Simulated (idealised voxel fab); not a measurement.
Process module, titled voxel transistor to metal
cross-section cut | 155 nm wide | cells 5 nm
Cross-section = grid of square cells, listed top down in bands; band = one or more rows. The entry gives the band's vertical extent as a top height and a bottom height in nm, then its horizontal make-up as materials from left to right, each with a width in nm. "empty" stands for empty space; a single material marked "throughout" fills the band edge to edge. Counting heights begins at 0, where everything beneath is, in the wafer as received, one material. The lowest band has no bottom; it goes on downwards, as "0 down" shows. The two numbers in a width such as "30..40" mark its ends across the band: the first belongs to the top row of cells, the second to the bottom row, and from each row to the next the width moves by the same amount. A step reported as "identical to before" is a step in which no cell of the cross-section changed. Enclosed voids (no open way to top), threshold 8 cells or more, entry "Entrapped void list", notation width x height at distance, distance from left edge, nm. Formally, on a step line, whatever follows the settings is a remark that the simulator itself makes on the step. overlay nm: mask right of planned place by this much (step with mask). Neg. = left.
The process steps that were planned are listed below:
- 1: RECEIVE, material Si
- 2: OXIDIZE, depth nm 5
- 3: CONFORMAL_DEP, material SiN, thk nm 15
- 4: DIRECTIONAL_DEP, material aC, thk nm 10
- 5: PATTERN, tone cover, mask id ACTIVE, material resist, width nm 105, thk nm 25, overlay nm 0
- 6: DIRECTIONAL_ETCH, etch materials aC, depth nm 10
- 7: STRIP, etch materials resist
- 8: DIRECTIONAL_ETCH, etch materials SiN, depth nm 15
- 9: DIRECTIONAL_ETCH, etch materials SiO2, depth nm 5
- 10: DIRECTIONAL_ETCH, etch materials Si, depth nm 30
- 11: STRIP, etch materials aC
- 12: OXIDIZE, depth nm 5
- 13: FILL_DEP, material SiO2, thk nm 15
- 14: CMP, height nm 15
- 15: SELECTIVE_ETCH, etch materials SiO2, depth nm 15
- 16: STRIP, etch materials SiN
- 17: SELECTIVE_ETCH, etch materials SiO2, depth nm 5
- 18: OXIDIZE, depth nm 5
- 19: DIRECTIONAL_DEP, material polySi, thk nm 25
- 20: DIRECTIONAL_DEP, material SiCN, thk nm 10
- 21: PATTERN, tone cover, mask id GATE, material resist, width nm 15, thk nm 15, overlay nm 0
- 22: DIRECTIONAL_ETCH, etch materials SiCN, depth nm 20
- 23: DIRECTIONAL_ETCH, etch materials polySi, depth nm 35
- 24: STRIP, etch materials resist
- 25: CONFORMAL_DEP, material SiN, thk nm 10
- 26: DIRECTIONAL_ETCH, etch materials SiN, depth nm 10
- 27: DIRECTIONAL_ETCH, etch materials SiO2, depth nm 5
- 28: EPI, material nSi, thk nm 5
- 29: FILL_DEP, material SiO2, thk nm 10
- 30: CMP, height nm 30
- 31: DIRECTIONAL_DEP, material SiO2, thk nm 10
- 32: PATTERN, tone open, mask id CONTACT, material resist, width nm 30, pitch nm 55, thk nm 20, overlay nm 0
- 33: DIRECTIONAL_ETCH, etch materials SiO2, depth nm 45
- 34: STRIP, etch materials resist
- 35: CONFORMAL_DEP, material TiN, thk nm 5
- 36: FILL_DEP, material Ru, thk nm 5
- 37: CMP, height nm 40
- 38: DIRECTIONAL_DEP, material TiN, thk nm 5
- 39: DIRECTIONAL_DEP, material Ru, thk nm 15
- 40: PATTERN, tone cover, mask id METAL_1, material resist, width nm 20, pitch nm 65, thk nm 15, overlay nm 0
- 41: DIRECTIONAL_ETCH, etch materials Ru, depth nm 15
- 42: DIRECTIONAL_ETCH, etch materials TiN, depth nm 5
- 43: STRIP, etch materials resist
- 44: CONFORMAL_DEP, material SiN, thk nm 5
- 45: FILL_DEP, material SiO2, thk nm 5
- 46: CMP, height nm 60
- 47: CONFORMAL_DEP, material SiCN, thk nm 5
- 48: DIRECTIONAL_DEP, material SiO2, thk nm 35
- 49: DIRECTIONAL_DEP, material aC, thk nm 10
- 50: PATTERN, tone open, mask id METAL_2_HOLES, material resist, width nm 15, pitch nm 65, thk nm 30, overlay nm 0
- 51: DIRECTIONAL_ETCH, etch materials aC, depth nm 10
- 52: STRIP, etch materials resist
- 53: DIRECTIONAL_ETCH, etch materials SiO2, depth nm 35
- 54: STRIP, etch materials aC
- 55: DIRECTIONAL_DEP, material aC, thk nm 15
- 56: PATTERN, tone open, mask id METAL_2, material resist, width nm 20, pitch nm 65, thk nm 35, overlay nm 0
- 57: DIRECTIONAL_ETCH, etch materials aC, depth nm 15
- 58: STRIP, etch materials resist
- 59: DIRECTIONAL_ETCH, etch materials SiO2, depth nm 20
- 60: DIRECTIONAL_ETCH, etch materials SiCN, depth nm 5
- 61: STRIP, etch materials aC
- 62: CONFORMAL_DEP, material TiN, thk nm 5
- 63: FILL_DEP, material Ru, thk nm 5
- 64: CMP, height nm 100
- 65: CONFORMAL_DEP, material SiN, thk nm 5
Delivered wafer in cross-section: state after step 1:
0 down: Si throughout
Entrapped void list: none
The first of two wafers, cross-sectioned at the end of the module, with the run proceeding as planned:
105 to 100: SiN throughout
100 to 85: 35 nm SiO2, 5 nm TiN, 10 nm Ru, 5 nm TiN, 45 nm SiO2, 5 nm TiN, 10 nm Ru, 5 nm TiN, 35 nm SiO2
85 to 80: 35 nm SiO2, 5 nm TiN, 5 nm Ru, 10 nm TiN, 45 nm SiO2, 5 nm TiN, 5 nm Ru, 10 nm TiN, 35 nm SiO2
80 to 65: 35 nm SiO2, 5 nm TiN, 5 nm Ru, 5 nm TiN, 50 nm SiO2, 5 nm TiN, 5 nm Ru, 5 nm TiN, 40 nm SiO2
65 to 60: 35 nm SiCN, 15 nm TiN, 50 nm SiCN, 15 nm TiN, 40 nm SiCN
60 to 45: 30 nm SiO2, 5 nm SiN, 20 nm Ru, 5 nm SiN, 35 nm SiO2, 5 nm SiN, 20 nm Ru, 5 nm SiN, 30 nm SiO2
45 to 40: 35 nm SiN, 20 nm TiN, 45 nm SiN, 20 nm TiN, 35 nm SiN
40 to 30: 35 nm SiO2, 5 nm TiN, 20..15 nm Ru, 5..10 nm TiN, 25 nm SiO2, 5..10 nm TiN, 20..15 nm Ru, 5 nm TiN, 35 nm SiO2
30 to 20: 35 nm SiO2, 5 nm TiN, 15 nm Ru, 5 nm TiN, 10 nm SiN, 15 nm SiCN, 10 nm SiN, 5 nm TiN, 15 nm Ru, 5 nm TiN, 35 nm SiO2
20 to 0: 35 nm SiO2, 5 nm TiN, 15 nm Ru, 5 nm TiN, 10 nm SiN, 15 nm polySi, 10 nm SiN, 5 nm TiN, 15 nm Ru, 5 nm TiN, 35 nm SiO2
0 to -5: 35 nm SiO2, 25 nm TiN, 10 nm SiN, 15 nm polySi, 10 nm SiN, 25 nm TiN, 35 nm SiO2
-5 to -10: 25 nm SiO2, 35 nm nSi, 35 nm SiO2, 35 nm nSi, 25 nm SiO2
-10 to -40: 30 nm SiO2, 95 nm Si, 30 nm SiO2
-40 down: Si throughout
Entrapped void list: none
Same start, same plan as the first wafer - but one mistake in the run. Cross-section of the second of the two at the end of the module:
105 to 100: SiN throughout
100 to 85: 35 nm SiO2, 5 nm TiN, 5 nm Ru, 5 nm TiN, 50 nm SiO2, 5 nm TiN, 5 nm Ru, 5 nm TiN, 40 nm SiO2
85 to 80: 35 nm SiO2, 15 nm TiN, 50 nm SiO2, 15 nm TiN, 40 nm SiO2
80 to 65: SiO2 throughout
65 to 60: SiCN throughout
60 to 45: 30 nm SiO2, 5 nm SiN, 20 nm Ru, 5 nm SiN, 35 nm SiO2, 5 nm SiN, 20 nm Ru, 5 nm SiN, 30 nm SiO2
45 to 40: 35 nm SiN, 20 nm TiN, 45 nm SiN, 20 nm TiN, 35 nm SiN
40 to 30: 35 nm SiO2, 5 nm TiN, 20..15 nm Ru, 5..10 nm TiN, 25 nm SiO2, 5..10 nm TiN, 20..15 nm Ru, 5 nm TiN, 35 nm SiO2
30 to 20: 35 nm SiO2, 5 nm TiN, 15 nm Ru, 5 nm TiN, 10 nm SiN, 15 nm SiCN, 10 nm SiN, 5 nm TiN, 15 nm Ru, 5 nm TiN, 35 nm SiO2
20 to 0: 35 nm SiO2, 5 nm TiN, 15 nm Ru, 5 nm TiN, 10 nm SiN, 15 nm polySi, 10 nm SiN, 5 nm TiN, 15 nm Ru, 5 nm TiN, 35 nm SiO2
0 to -5: 35 nm SiO2, 25 nm TiN, 10 nm SiN, 15 nm polySi, 10 nm SiN, 25 nm TiN, 35 nm SiO2
-5 to -10: 25 nm SiO2, 35 nm nSi, 35 nm SiO2, 35 nm nSi, 25 nm SiO2
-10 to -40: 30 nm SiO2, 95 nm Si, 30 nm SiO2
-40 down: Si throughout
Entrapped void list: none
The mistake made against the process plan was this: twice, step 48 of the plan was run
FYI, end of process, the second wafer has more or fewer cells of some materials than the first: -14 Ru, +6 SiCN, +26 SiO2, -18 TiN
